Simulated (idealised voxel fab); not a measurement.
The process module presented herein is designated voxel self aligned contacts.
The cross-section on display is named cut; it measures 235 nm wide, and its cells are 5 nm squares.
Cross-section, as written here: a square-cell grid given band by band from the top down, where a band holds one or more rows of cells. Top height, bottom height, nm. Materials left to right, width each, nm. Single material + "everywhere" = fills band edge to edge. "empty" = empty. Height datum 0, below which the as-received substrate wafer is one material. Lowest band open at the bottom, running downward: "top 0, no bottom". Per-row width for "30->40": begins at first number (top row of band), ends at second number (bottom row), increment between rows held constant. Reading "no alterations made" for a step: not a cell of the cross-section changed in it. Heads up: "Closed void register" only lists the empty pockets with no open path to the top that are 8 cells or more, and it writes them as width x height at distance, distance from the left edge, in nm. Where a step's line continues beyond its settings, the continuation is a remark by the simulator itself on that step. Each step line may optionally specify "overlay nm", which for a step with a mask gives the rightward distance between the mask's planned place and where it lay, a negative value indicating the leftward direction.
LISTED BELOW ARE THE PROCESS STEPS AS PLANNED
step 1: RECEIVE: material Si
step 2: OXIDIZE: depth nm 5
step 3: DIRECTIONAL_DEP: material polySi, thk nm 25
step 4: DIRECTIONAL_DEP: material SiN, thk nm 15
step 5: PATTERN: tone cover, mask id GATE, material resist, width nm 30, pitch nm 65, thk nm 15, overlay nm 0
step 6: DIRECTIONAL_ETCH: etch materials SiN, depth nm 15
step 7: DIRECTIONAL_ETCH: etch materials polySi, depth nm 25
step 8: STRIP: etch materials resist
step 9: CONFORMAL_DEP: material SiN, thk nm 5
step 10: DIRECTIONAL_ETCH: etch materials SiN, depth nm 5
step 11: FILL_DEP: material SiO2, thk nm 15
step 12: CMP: height nm 45
step 13: DIRECTIONAL_DEP: material aC, thk nm 15
step 14: PATTERN: tone open, mask id CONTACT, material resist, width nm 45, pitch nm 65, thk nm 30, overlay nm 0
step 15: DIRECTIONAL_ETCH: etch materials aC, depth nm 15
step 16: STRIP: etch materials resist
step 17: DIRECTIONAL_ETCH: etch materials SiO2, depth nm 50
step 18: STRIP: etch materials aC
step 19: CONFORMAL_DEP: material TiN, thk nm 5
step 20: FILL_DEP: material Ru, thk nm 10
step 21: CMP: height nm 45
step 22: CONFORMAL_DEP: material SiCN, thk nm 5
THE FIRST OF TWO WAFERS, RUN AS PLANNED
CROSS-SECTION, INCOMING MATERIAL, AFTER STEP 1
	top 0, no bottom | Si everywhere
	Closed void register: none
STATE OF THE WAFER AFTER STEP 2, SHOWN IN CROSS-SECTION
	top 0, bottom -5 | SiO2 everywhere
	Heights below -5 show no change.
STATE OF THE WAFER AFTER STEP 3, SHOWN IN CROSS-SECTION
	top 25, bottom 0 | polySi everywhere
	Heights below 0 show no change.
STATE OF THE WAFER AFTER STEP 4, SHOWN IN CROSS-SECTION
	top 40, bottom 25 | SiN everywhere
	Heights below 25 show no change.
STATE OF THE WAFER AFTER STEP 5, SHOWN IN CROSS-SECTION
	top 55, bottom 40 | 35 nm empty | 30 nm resist | 35 nm empty | 30 nm resist | 35 nm empty | 30 nm resist | 40 nm empty
	Heights below 40 show no change.
STATE OF THE WAFER AFTER STEP 6, SHOWN IN CROSS-SECTION
	top 55, bottom 40 | 35 nm empty | 30 nm resist | 35 nm empty | 30 nm resist | 35 nm empty | 30 nm resist | 40 nm empty
	top 40, bottom 25 | 35 nm empty | 30 nm SiN | 35 nm empty | 30 nm SiN | 35 nm empty | 30 nm SiN | 40 nm empty
	Heights below 25 show no change.
STATE OF THE WAFER AFTER STEP 7, SHOWN IN CROSS-SECTION
	top 55, bottom 40 | 35 nm empty | 30 nm resist | 35 nm empty | 30 nm resist | 35 nm empty | 30 nm resist | 40 nm empty
	top 40, bottom 25 | 35 nm empty | 30 nm SiN | 35 nm empty | 30 nm SiN | 35 nm empty | 30 nm SiN | 40 nm empty
	top 25, bottom 0 | 35 nm empty | 30 nm polySi | 35 nm empty | 30 nm polySi | 35 nm empty | 30 nm polySi | 40 nm empty
	Heights below 0 show no change.
STATE OF THE WAFER AFTER STEP 8, SHOWN IN CROSS-SECTION
	top 40, bottom 25 | 35 nm empty | 30 nm SiN | 35 nm empty | 30 nm SiN | 35 nm empty | 30 nm SiN | 40 nm empty
	Heights below 25 show no change.
STATE OF THE WAFER AFTER STEP 9, SHOWN IN CROSS-SECTION
	top 45, bottom 25 | 30 nm empty | 40 nm SiN | 25 nm empty | 40 nm SiN | 25 nm empty | 40 nm SiN | 35 nm empty
	top 25, bottom 5 | 30 nm empty | 5 nm SiN | 30 nm polySi | 5 nm SiN | 25 nm empty | 5 nm SiN | 30 nm polySi | 5 nm SiN | 25 nm empty | 5 nm SiN | 30 nm polySi | 5 nm SiN | 35 nm empty
	top 5, bottom 0 | 35 nm SiN | 30 nm polySi | 35 nm SiN | 30 nm polySi | 35 nm SiN | 30 nm polySi | 40 nm SiN
	Heights below 0 show no change.
STATE OF THE WAFER AFTER STEP 10, SHOWN IN CROSS-SECTION
	top 40, bottom 25 | 30 nm empty | 40 nm SiN | 25 nm empty | 40 nm SiN | 25 nm empty | 40 nm SiN | 35 nm empty
	top 25, bottom 0 | 30 nm empty | 5 nm SiN | 30 nm polySi | 5 nm SiN | 25 nm empty | 5 nm SiN | 30 nm polySi | 5 nm SiN | 25 nm empty | 5 nm SiN | 30 nm polySi | 5 nm SiN | 35 nm empty
	Heights below 0 show no change.
STATE OF THE WAFER AFTER STEP 11, SHOWN IN CROSS-SECTION
	top 55, bottom 40 | SiO2 everywhere
	top 40, bottom 25 | 30 nm SiO2 | 40 nm SiN | 25 nm SiO2 | 40 nm SiN | 25 nm SiO2 | 40 nm SiN | 35 nm SiO2
	top 25, bottom 0 | 30 nm SiO2 | 5 nm SiN | 30 nm polySi | 5 nm SiN | 25 nm SiO2 | 5 nm SiN | 30 nm polySi | 5 nm SiN | 25 nm SiO2 | 5 nm SiN | 30 nm polySi | 5 nm SiN | 35 nm SiO2
	Heights below 0 show no change.
STATE OF THE WAFER AFTER STEP 12, SHOWN IN CROSS-SECTION
	top 45, bottom 40 | SiO2 everywhere
	Heights below 40 show no change.
STATE OF THE WAFER AFTER STEP 13, SHOWN IN CROSS-SECTION
	top 60, bottom 45 | aC everywhere
	Heights below 45 show no change.
STATE OF THE WAFER AFTER STEP 14, SHOWN IN CROSS-SECTION
	top 90, bottom 60 | 60 nm resist | 45 nm empty | 20 nm resist | 45 nm empty | 65 nm resist
	Heights below 60 show no change.
STATE OF THE WAFER AFTER STEP 15, SHOWN IN CROSS-SECTION
	top 75, bottom 60 | 60 nm resist | 45 nm empty | 20 nm resist | 45 nm empty | 65 nm resist
	top 60, bottom 45 | 60 nm aC | 45 nm empty | 20 nm aC | 45 nm empty | 65 nm aC
	Heights below 45 show no change.
STATE OF THE WAFER AFTER STEP 16, SHOWN IN CROSS-SECTION
	top 60, bottom 45 | 60 nm aC | 45 nm empty | 20 nm aC | 45 nm empty | 65 nm aC
	Heights below 45 show no change.
STATE OF THE WAFER AFTER STEP 17, SHOWN IN CROSS-SECTION
	top 60, bottom 45 | 60 nm aC | 45 nm empty | 20 nm aC | 45 nm empty | 65 nm aC
	top 45, bottom 40 | 60 nm SiO2 | 45 nm empty | 20 nm SiO2 | 45 nm empty | 65 nm SiO2
	top 40, bottom 25 | 30 nm SiO2 | 40 nm SiN | 25 nm empty | 40 nm SiN | 25 nm empty | 40 nm SiN | 35 nm SiO2
	top 25, bottom 0 | 30 nm SiO2 | 5 nm SiN | 30 nm polySi | 5 nm SiN | 25 nm empty | 5 nm SiN | 30 nm polySi | 5 nm SiN | 25 nm empty | 5 nm SiN | 30 nm polySi | 5 nm SiN | 35 nm SiO2
	top 0, bottom -5 | 70 nm SiO2 | 25 nm empty | 40 nm SiO2 | 25 nm empty | 75 nm SiO2
	Heights below -5 show no change.
STATE OF THE WAFER AFTER STEP 18, SHOWN IN CROSS-SECTION
	top 45, bottom 40 | 60 nm SiO2 | 45 nm empty | 20 nm SiO2 | 45 nm empty | 65 nm SiO2
	Heights below 40 show no change.
STATE OF THE WAFER AFTER STEP 19, SHOWN IN CROSS-SECTION
	top 50, bottom 45 | 65 nm TiN | 35 nm empty | 30 nm TiN | 35 nm empty | 70 nm TiN
	top 45, bottom 40 | 60 nm SiO2 | 15 nm TiN | 15 nm empty | 15 nm TiN | 20 nm SiO2 | 15 nm TiN | 15 nm empty | 15 nm TiN | 65 nm SiO2
	top 40, bottom 25 | 30 nm SiO2 | 40 nm SiN | 5 nm TiN | 15 nm empty | 5 nm TiN | 40 nm SiN | 5 nm TiN | 15 nm empty | 5 nm TiN | 40 nm SiN | 35 nm SiO2
	top 25, bottom 0 | 30 nm SiO2 | 5 nm SiN | 30 nm polySi | 5 nm SiN | 5 nm TiN | 15 nm empty | 5 nm TiN | 5 nm SiN | 30 nm polySi | 5 nm SiN | 5 nm TiN | 15 nm empty | 5 nm TiN | 5 nm SiN | 30 nm polySi | 5 nm SiN | 35 nm SiO2
	top 0, bottom -5 | 70 nm SiO2 | 25 nm TiN | 40 nm SiO2 | 25 nm TiN | 75 nm SiO2
	Heights below -5 show no change.
STATE OF THE WAFER AFTER STEP 20, SHOWN IN CROSS-SECTION
	top 60, bottom 50 | Ru everywhere
	top 50, bottom 45 | 65 nm TiN | 35 nm Ru | 30 nm TiN | 35 nm Ru | 70 nm TiN
	top 45, bottom 40 | 60 nm SiO2 | 15 nm TiN | 15 nm Ru | 15 nm TiN | 20 nm SiO2 | 15 nm TiN | 15 nm Ru | 15 nm TiN | 65 nm SiO2
	top 40, bottom 25 | 30 nm SiO2 | 40 nm SiN | 5 nm TiN | 15 nm Ru | 5 nm TiN | 40 nm SiN | 5 nm TiN | 15 nm Ru | 5 nm TiN | 40 nm SiN | 35 nm SiO2
	top 25, bottom 0 | 30 nm SiO2 | 5 nm SiN | 30 nm polySi | 5 nm SiN | 5 nm TiN | 15 nm Ru | 5 nm TiN | 5 nm SiN | 30 nm polySi | 5 nm SiN | 5 nm TiN | 15 nm Ru | 5 nm TiN | 5 nm SiN | 30 nm polySi | 5 nm SiN | 35 nm SiO2
	Heights below 0 show no change.
STATE OF THE WAFER AFTER STEP 21, SHOWN IN CROSS-SECTION
	top 45, bottom 40 | 60 nm SiO2 | 15 nm TiN | 15 nm Ru | 15 nm TiN | 20 nm SiO2 | 15 nm TiN | 15 nm Ru | 15 nm TiN | 65 nm SiO2
	Heights below 40 show no change.
STATE OF THE WAFER AFTER STEP 22, SHOWN IN CROSS-SECTION
	top 50, bottom 45 | SiCN everywhere
	Heights below 45 show no change.
SECOND WAFER, SAME STARTING CONDITIONS AND RECIPE AS THE FIRST, ONE MISTAKE IN EXECUTING IT, NOTHING DIFFERS FROM THE FIRST UP TO AND INCLUDING STEP 6
SECOND WAFER, CUT VIEW, END OF STEP 7 PER PLAN
	top 55, bottom 40 | 35 nm empty | 30 nm resist | 35 nm empty | 30 nm resist | 35 nm empty | 30 nm resist | 40 nm empty
	top 40, bottom 25 | 35 nm empty | 30 nm SiN | 35 nm empty | 30 nm SiN | 35 nm empty | 30 nm SiN | 40 nm empty
	top 25, bottom 5 | 35 nm empty | 30 nm polySi | 35 nm empty | 30 nm polySi | 35 nm empty | 30 nm polySi | 40 nm empty
	Heights below 5 show no change.
SECOND WAFER, CUT VIEW, END OF STEP 8 PER PLAN
	top 40, bottom 25 | 35 nm empty | 30 nm SiN | 35 nm empty | 30 nm SiN | 35 nm empty | 30 nm SiN | 40 nm empty
	Heights below 25 show no change.
SECOND WAFER, CUT VIEW, END OF STEP 9 PER PLAN
	top 45, bottom 25 | 30 nm empty | 40 nm SiN | 25 nm empty | 40 nm SiN | 25 nm empty | 40 nm SiN | 35 nm empty
	top 25, bottom 10 | 30 nm empty | 5 nm SiN | 30 nm polySi | 5 nm SiN | 25 nm empty | 5 nm SiN | 30 nm polySi | 5 nm SiN | 25 nm empty | 5 nm SiN | 30 nm polySi | 5 nm SiN | 35 nm empty
	top 10, bottom 5 | 35 nm SiN | 30 nm polySi | 35 nm SiN | 30 nm polySi | 35 nm SiN | 30 nm polySi | 40 nm SiN
	Heights below 5 show no change.
SECOND WAFER, CUT VIEW, END OF STEP 10 PER PLAN
	top 40, bottom 25 | 30 nm empty | 40 nm SiN | 25 nm empty | 40 nm SiN | 25 nm empty | 40 nm SiN | 35 nm empty
	top 25, bottom 5 | 30 nm empty | 5 nm SiN | 30 nm polySi | 5 nm SiN | 25 nm empty | 5 nm SiN | 30 nm polySi | 5 nm SiN | 25 nm empty | 5 nm SiN | 30 nm polySi | 5 nm SiN | 35 nm empty
	Heights below 5 show no change.
SECOND WAFER, CUT VIEW, END OF STEP 11 PER PLAN
	top 55, bottom 40 | SiO2 everywhere
	top 40, bottom 25 | 30 nm SiO2 | 40 nm SiN | 25 nm SiO2 | 40 nm SiN | 25 nm SiO2 | 40 nm SiN | 35 nm SiO2
	top 25, bottom 5 | 30 nm SiO2 | 5 nm SiN | 30 nm polySi | 5 nm SiN | 25 nm SiO2 | 5 nm SiN | 30 nm polySi | 5 nm SiN | 25 nm SiO2 | 5 nm SiN | 30 nm polySi | 5 nm SiN | 35 nm SiO2
	Heights below 5 show no change.
SECOND WAFER, CUT VIEW, END OF STEP 12 PER PLAN
	top 45, bottom 40 | SiO2 everywhere
	Heights below 40 show no change.
SECOND WAFER, CUT VIEW, END OF STEP 13 PER PLAN
	top 60, bottom 45 | aC everywhere
	Heights below 45 show no change.
SECOND WAFER, CUT VIEW, END OF STEP 14 PER PLAN
	top 90, bottom 60 | 60 nm resist | 45 nm empty | 20 nm resist | 45 nm empty | 65 nm resist
	Heights below 60 show no change.
SECOND WAFER, CUT VIEW, END OF STEP 15 PER PLAN
	top 75, bottom 60 | 60 nm resist | 45 nm empty | 20 nm resist | 45 nm empty | 65 nm resist
	top 60, bottom 45 | 60 nm aC | 45 nm empty | 20 nm aC | 45 nm empty | 65 nm aC
	Heights below 45 show no change.
SECOND WAFER, CUT VIEW, END OF STEP 16 PER PLAN
	top 60, bottom 45 | 60 nm aC | 45 nm empty | 20 nm aC | 45 nm empty | 65 nm aC
	Heights below 45 show no change.
SECOND WAFER, CUT VIEW, END OF STEP 17 PER PLAN
	top 60, bottom 45 | 60 nm aC | 45 nm empty | 20 nm aC | 45 nm empty | 65 nm aC
	top 45, bottom 40 | 60 nm SiO2 | 45 nm empty | 20 nm SiO2 | 45 nm empty | 65 nm SiO2
	top 40, bottom 25 | 30 nm SiO2 | 40 nm SiN | 25 nm empty | 40 nm SiN | 25 nm empty | 40 nm SiN | 35 nm SiO2
	top 25, bottom 5 | 30 nm SiO2 | 5 nm SiN | 30 nm polySi | 5 nm SiN | 25 nm empty | 5 nm SiN | 30 nm polySi | 5 nm SiN | 25 nm empty | 5 nm SiN | 30 nm polySi | 5 nm SiN | 35 nm SiO2
	Heights below 5 show no change.
SECOND WAFER, CUT VIEW, END OF STEP 18 PER PLAN
	top 45, bottom 40 | 60 nm SiO2 | 45 nm empty | 20 nm SiO2 | 45 nm empty | 65 nm SiO2
	Heights below 40 show no change.
SECOND WAFER, CUT VIEW, END OF STEP 19 PER PLAN
	top 50, bottom 45 | 65 nm TiN | 35 nm empty | 30 nm TiN | 35 nm empty | 70 nm TiN
	top 45, bottom 40 | 60 nm SiO2 | 15 nm TiN | 15 nm empty | 15 nm TiN | 20 nm SiO2 | 15 nm TiN | 15 nm empty | 15 nm TiN | 65 nm SiO2
	top 40, bottom 25 | 30 nm SiO2 | 40 nm SiN | 5 nm TiN | 15 nm empty | 5 nm TiN | 40 nm SiN | 5 nm TiN | 15 nm empty | 5 nm TiN | 40 nm SiN | 35 nm SiO2
	top 25, bottom 10 | 30 nm SiO2 | 5 nm SiN | 30 nm polySi | 5 nm SiN | 5 nm TiN | 15 nm empty | 5 nm TiN | 5 nm SiN | 30 nm polySi | 5 nm SiN | 5 nm TiN | 15 nm empty | 5 nm TiN | 5 nm SiN | 30 nm polySi | 5 nm SiN | 35 nm SiO2
	top 10, bottom 5 | 30 nm SiO2 | 5 nm SiN | 30 nm polySi | 5 nm SiN | 25 nm TiN | 5 nm SiN | 30 nm polySi | 5 nm SiN | 25 nm TiN | 5 nm SiN | 30 nm polySi | 5 nm SiN | 35 nm SiO2
	Heights below 5 show no change.
SECOND WAFER, CUT VIEW, END OF STEP 20 PER PLAN
	top 60, bottom 50 | Ru everywhere
	top 50, bottom 45 | 65 nm TiN | 35 nm Ru | 30 nm TiN | 35 nm Ru | 70 nm TiN
	top 45, bottom 40 | 60 nm SiO2 | 15 nm TiN | 15 nm Ru | 15 nm TiN | 20 nm SiO2 | 15 nm TiN | 15 nm Ru | 15 nm TiN | 65 nm SiO2
	top 40, bottom 25 | 30 nm SiO2 | 40 nm SiN | 5 nm TiN | 15 nm Ru | 5 nm TiN | 40 nm SiN | 5 nm TiN | 15 nm Ru | 5 nm TiN | 40 nm SiN | 35 nm SiO2
	top 25, bottom 10 | 30 nm SiO2 | 5 nm SiN | 30 nm polySi | 5 nm SiN | 5 nm TiN | 15 nm Ru | 5 nm TiN | 5 nm SiN | 30 nm polySi | 5 nm SiN | 5 nm TiN | 15 nm Ru | 5 nm TiN | 5 nm SiN | 30 nm polySi | 5 nm SiN | 35 nm SiO2
	Heights below 10 show no change.
SECOND WAFER, CUT VIEW, END OF STEP 21 PER PLAN
	top 45, bottom 40 | 60 nm SiO2 | 15 nm TiN | 15 nm Ru | 15 nm TiN | 20 nm SiO2 | 15 nm TiN | 15 nm Ru | 15 nm TiN | 65 nm SiO2
	Heights below 40 show no change.
SECOND WAFER, CUT VIEW, END OF STEP 22 PER PLAN
	top 50, bottom 45 | SiCN everywhere
	Heights below 45 show no change.
Finding, execution versus plan: heads up, step 7 didn't go per plan, it actually ran as DIRECTIONAL_ETCH: etch materials polySi, depth nm 20
Wafer comparison, final, in cells, second relative to first, materials more or fewer: -12 Ru; -6 SiN; -3 SiO2; -8 TiN; +29 polySi
